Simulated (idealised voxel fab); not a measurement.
process module | voxel transistor to metal
cross-section cut | 200 nm wide | cells 5 nm
A cross-section is a grid of square cells, given in bands from the top down. A band is one or more rows of cells.
Each band's line starts with the height of the band's top and of its bottom, in nm. Then come its materials from left to right, each with its width in nm. One material with "throughout" fills the band from edge to edge. "air" is empty space.
Height 0 is the level under which the wafer as received is all one material. The lowest band goes on downwards, as in "0 down".
A width such as "30 to 40" changes by the same amount from each row of cells to the next, from the band's top row to its bottom row.
"no change" after a step means that no cell of the cross-section changed.
closed voids: empty space of 8 cells or more with no open way to the top, each as width x height at its distance from the left edge, in nm
after a step's settings: what the simulator itself notes on the step
overlay nm, on a step with a mask: how far to the right of its planned place the mask lay; to the left if negative
Each pair below shows a cross-section before one step and the cross-section after it, down to the lowest band that changed. The line under each pair gives the step between them, with its settings. The pairs can come from different runs of this module on the same starting wafer, so a pair continues from the pair above only where its "before" says so.
before
  60 to 55: TiN 45 | air 5 | TiN 75 | air 5 | TiN 70
  55 to 30: lowk 40 | TiN 5 | air 5 | TiN 5 | lowk 65 | TiN 5 | air 5 | TiN 5 | lowk 65
  30 to 25: SiN 40 | TiN 15 | SiN 65 | TiN 15 | SiN 65
  25 to 10: SiO2 50 | TiN 5 | W 5 | TiN 5 | SiO2 65 | TiN 5 | W 5 | TiN 5 | SiO2 55
  10 to 0: SiO2 50 | TiN 5 | W 5 | TiN 5 | SiO2 10 | SiN 10 | HfO2 5 | TiN 5 | W 5 | TiN 5 | HfO2 5 | SiN 10 | SiO2 10 | TiN 5 | W 5 | TiN 5 | SiO2 55
  0 to -5: SiO2 50 | TiN 5 | W 5 | TiN 5 | SiO2 10 | SiN 10 | HfO2 5 | TiN 15 | HfO2 5 | SiN 10 | SiO2 10 | TiN 5 | W 5 | TiN 5 | SiO2 55
  -5 to -10: SiO2 50 | TiN 15 | SiO2 5 | pSi 5 | SiO2 5 | HfO2 35 | SiO2 5 | pSi 5 | SiO2 5 | TiN 15 | SiO2 55
  -10 to -15: SiO2 45 | pSi 30 | Si 45 | pSi 30 | SiO2 50
  -15 to -30: SiO2 45 | Si 105 | SiO2 50
  -30 down: Si throughout
  closed voids: none
after
  65 to 60: Ru throughout
  60 to 55: TiN 45 | Ru 5 | TiN 75 | Ru 5 | TiN 70
  55 to 30: lowk 40 | TiN 5 | Ru 5 | TiN 5 | lowk 65 | TiN 5 | Ru 5 | TiN 5 | lowk 65
  below 30: unchanged
  closed voids: none
the step between: op FILL_DEP | material Ru | thk nm 5
before: the cross-section after the pair above
after
  55 to 30: lowk 40 | TiN 5 | Ru 5 | TiN 5 | lowk 65 | TiN 5 | Ru 5 | TiN 5 | lowk 65
  below 30: unchanged
  closed voids: none
the step between: op CMP | height nm 55
before: the cross-section after the pair above
after
  60 to 55: SiN throughout
  below 55: unchanged
  closed voids: none
the step between: op CONFORMAL_DEP | material SiN | thk nm 5
before
  30 to 25: SiN throughout
  25 to 10: SiO2 50 | TiN 5 | W 5 | TiN 5 | SiO2 65 | TiN 5 | W 5 | TiN 5 | SiO2 55
  10 to 0: SiO2 50 | TiN 5 | W 5 | TiN 5 | SiO2 10 | SiN 10 | HfO2 5 | TiN 5 | W 5 | TiN 5 | HfO2 5 | SiN 10 | SiO2 10 | TiN 5 | W 5 | TiN 5 | SiO2 55
  0 to -5: SiO2 50 | TiN 5 | W 5 | TiN 5 | SiO2 10 | SiN 10 | HfO2 5 | TiN 15 | HfO2 5 | SiN 10 | SiO2 10 | TiN 5 | W 5 | TiN 5 | SiO2 55
  -5 to -10: SiO2 50 | TiN 15 | SiO2 5 | pSi 5 | SiO2 5 | HfO2 35 | SiO2 5 | pSi 5 | SiO2 5 | TiN 15 | SiO2 55
  -10 to -15: SiO2 45 | pSi 30 | Si 45 | pSi 30 | SiO2 50
  -15 to -30: SiO2 45 | Si 105 | SiO2 50
  -30 down: Si throughout
  closed voids: none
after
  55 to 30: HfO2 throughout
  below 30: unchanged
  closed voids: none
the step between: op DIRECTIONAL_DEP | material HfO2 | thk nm 25
before: the cross-section after the pair above
after
  65 to 55: aC throughout
  below 55: unchanged
  closed voids: none
the step between: op DIRECTIONAL_DEP | material aC | thk nm 10
before: the cross-section after the pair above
after
  95 to 65: resist 50 | air 15 | resist 65 | air 15 | resist 55
  below 65: unchanged
  closed voids: none
the step between: op PATTERN | tone open | mask id METAL_1 | material resist | width nm 15 | pitch nm 80 | thk nm 30 | overlay nm 0
before: the cross-section after the pair above
after
  85 to 65: resist 50 | air 15 | resist 65 | air 15 | resist 55
  65 to 55: aC 50 | air 15 | aC 65 | air 15 | aC 55
  below 55: unchanged
  closed voids: none
the step between: op DIRECTIONAL_ETCH | etch materials aC | depth nm 10
before: the cross-section after the pair above
after
  65 to 55: aC 50 | air 15 | aC 65 | air 15 | aC 55
  below 55: unchanged
  closed voids: none
the step between: op STRIP | etch materials resist
before: the cross-section after the pair above
after
  55 to 30: HfO2 throughout
  below 30: unchanged
  closed voids: none
the step between: op STRIP | etch materials aC
before: the cross-section after the pair above
after
  60 to 55: TiN throughout
  below 55: unchanged
  closed voids: none
the step between: op CONFORMAL_DEP | material TiN | thk nm 5
before: the cross-section after the pair above
after
  65 to 60: Ru throughout
  below 60: unchanged
  closed voids: none
the step between: op FILL_DEP | material Ru | thk nm 5
before: the cross-section after the pair above
after
  55 to 30: HfO2 throughout
  below 30: unchanged
  closed voids: none
the step between: op CMP | height nm 55
before: the cross-section after the pair above
after
  60 to 55: SiN throughout
  below 55: unchanged
  closed voids: none
the step between: op CONFORMAL_DEP | material SiN | thk nm 5
before
  25 to 10: SiO2 throughout
  10 to 0: SiO2 75 | SiN 10 | HfO2 5 | TiN 5 | W 5 | TiN 5 | HfO2 5 | SiN 10 | SiO2 80
  0 to -5: SiO2 75 | SiN 10 | HfO2 5 | TiN 15 | HfO2 5 | SiN 10 | SiO2 80
  -5 to -10: SiO2 70 | pSi 5 | SiO2 5 | HfO2 35 | SiO2 5 | pSi 5 | SiO2 75
  -10 to -15: SiO2 45 | pSi 30 | Si 45 | pSi 30 | SiO2 50
  -15 to -30: SiO2 45 | Si 105 | SiO2 50
  -30 down: Si throughout
  closed voids: none
after
  25 to 10: air 50 | SiO2 15 | air 65 | SiO2 15 | air 55
  10 to 0: air 50 | SiO2 15 | air 10 | SiN 10 | HfO2 5 | TiN 5 | W 5 | TiN 5 | HfO2 5 | SiN 10 | air 10 | SiO2 15 | air 55
  0 to -5: air 50 | SiO2 15 | air 10 | SiN 10 | HfO2 5 | TiN 15 | HfO2 5 | SiN 10 | air 10 | SiO2 15 | air 55
  -5 to -10: air 50 | SiO2 15 | air 5 | pSi 5 | SiO2 5 | HfO2 35 | SiO2 5 | pSi 5 | air 5 | SiO2 15 | air 55
  below -10: unchanged
  closed voids: none
the step between: op MASKED_ETCH | tone cover | mask id CONTACT | width nm 15 | pitch nm 80 | etch materials SiO2 | depth nm 35 | overlay nm 0
before: the cross-section after the pair above
after
  30 to 25: air 45 | TiN 25 | air 55 | TiN 25 | air 50
  25 to 15: air 45 | TiN 5 | SiO2 15 | TiN 5 | air 55 | TiN 5 | SiO2 15 | TiN 5 | air 50
  15 to 10: air 45 | TiN 5 | SiO2 15 | TiN 65 | SiO2 15 | TiN 5 | air 50
  10 to 0: air 45 | TiN 5 | SiO2 15 | TiN 10 | SiN 10 | HfO2 5 | TiN 5 | W 5 | TiN 5 | HfO2 5 | SiN 10 | TiN 10 | SiO2 15 | TiN 5 | air 50
  0 to -5: air 45 | TiN 5 | SiO2 15 | TiN 10 | SiN 10 | HfO2 5 | TiN 15 | HfO2 5 | SiN 10 | TiN 10 | SiO2 15 | TiN 5 | air 50
  -5 to -10: TiN 50 | SiO2 15 | TiN 5 | pSi 5 | SiO2 5 | HfO2 35 | SiO2 5 | pSi 5 | TiN 5 | SiO2 15 | TiN 55
  below -10: unchanged
  closed voids: none
the step between: op CONFORMAL_DEP | material TiN | thk nm 5
before: the cross-section after the pair above
after
  40 to 30: W throughout
  30 to 25: W 45 | TiN 25 | W 55 | TiN 25 | W 50
  25 to 15: W 45 | TiN 5 | SiO2 15 | TiN 5 | W 55 | TiN 5 | SiO2 15 | TiN 5 | W 50
  15 to 10: W 45 | TiN 5 | SiO2 15 | TiN 65 | SiO2 15 | TiN 5 | W 50
  10 to 0: W 45 | TiN 5 | SiO2 15 | TiN 10 | SiN 10 | HfO2 5 | TiN 5 | W 5 | TiN 5 | HfO2 5 | SiN 10 | TiN 10 | SiO2 15 | TiN 5 | W 50
  0 to -5: W 45 | TiN 5 | SiO2 15 | TiN 10 | SiN 10 | HfO2 5 | TiN 15 | HfO2 5 | SiN 10 | TiN 10 | SiO2 15 | TiN 5 | W 50
  below -5: unchanged
  closed voids: none
the step between: op FILL_DEP | material W | thk nm 10
before: the cross-section after the pair above
after
  25 to 15: W 45 | TiN 5 | SiO2 15 | TiN 5 | W 55 | TiN 5 | SiO2 15 | TiN 5 | W 50
  below 15: unchanged
  closed voids: none
the step between: op CMP | height nm 25
before: the cross-section after the pair above
after
  30 to 25: SiN throughout
  below 25: unchanged
  closed voids: none
the step between: op CONFORMAL_DEP | material SiN | thk nm 5
before: the cross-section after the pair above
after
  55 to 30: lowk throughout
  below 30: unchanged
  closed voids: none
the step between: op DIRECTIONAL_DEP | material lowk | thk nm 25
before: the cross-section after the pair above
after
  65 to 55: aC throughout
  below 55: unchanged
  closed voids: none
the step between: op DIRECTIONAL_DEP | material aC | thk nm 10
before: the cross-section after the pair above
after
  95 to 65: resist 50 | air 15 | resist 65 | air 15 | resist 55
  below 65: unchanged
  closed voids: none
the step between: op PATTERN | tone open | mask id METAL_1 | material resist | width nm 15 | pitch nm 80 | thk nm 30 | overlay nm 0
before: the cross-section after the pair above
after
  85 to 65: resist 50 | air 15 | resist 65 | air 15 | resist 55
  65 to 55: aC 50 | air 15 | aC 65 | air 15 | aC 55
  below 55: unchanged
  closed voids: none
the step between: op DIRECTIONAL_ETCH | etch materials aC | depth nm 10
before: the cross-section after the pair above
after
  65 to 55: aC 50 | air 15 | aC 65 | air 15 | aC 55
  below 55: unchanged
  closed voids: none
the step between: op STRIP | etch materials resist
before: the cross-section after the pair above
after
  65 to 55: aC 50 | air 15 | aC 65 | air 15 | aC 55
  55 to 30: lowk 50 | air 15 | lowk 65 | air 15 | lowk 55
  below 30: unchanged
  closed voids: none
the step between: op DIRECTIONAL_ETCH | etch materials lowk | depth nm 25
before: the cross-section after the pair above
after
  65 to 55: aC 50 | air 15 | aC 65 | air 15 | aC 55
  55 to 30: lowk 50 | air 15 | lowk 65 | air 15 | lowk 55
  30 to 25: SiN 50 | air 15 | SiN 65 | air 15 | SiN 55
  below 25: unchanged
  closed voids: none
the step between: op DIRECTIONAL_ETCH | etch materials SiN | depth nm 5
before: the cross-section after the pair above
after
  55 to 30: lowk 50 | air 15 | lowk 65 | air 15 | lowk 55
  below 30: unchanged
  closed voids: none
the step between: op STRIP | etch materials aC
before: the cross-section after the pair above
after
  60 to 55: TiN 55 | air 5 | TiN 75 | air 5 | TiN 60
  55 to 30: lowk 50 | TiN 5 | air 5 | TiN 5 | lowk 65 | TiN 5 | air 5 | TiN 5 | lowk 55
  30 to 25: SiN 50 | TiN 15 | SiN 65 | TiN 15 | SiN 55
  below 25: unchanged
  closed voids: none
the step between: op CONFORMAL_DEP | material TiN | thk nm 5
before: the cross-section after the pair above
after
  65 to 60: Ru throughout
  60 to 55: TiN 55 | Ru 5 | TiN 75 | Ru 5 | TiN 60
  55 to 30: lowk 50 | TiN 5 | Ru 5 | TiN 5 | lowk 65 | TiN 5 | Ru 5 | TiN 5 | lowk 55
  below 30: unchanged
  closed voids: none
the step between: op FILL_DEP | material Ru | thk nm 5
before: the cross-section after the pair above
after
  55 to 30: lowk 50 | TiN 5 | Ru 5 | TiN 5 | lowk 65 | TiN 5 | Ru 5 | TiN 5 | lowk 55
  below 30: unchanged
  closed voids: none
the step between: op CMP | height nm 55
before: the cross-section after the pair above
after
  60 to 55: SiN throughout
  below 55: unchanged
  closed voids: none
the step between: op CONFORMAL_DEP | material SiN | thk nm 5
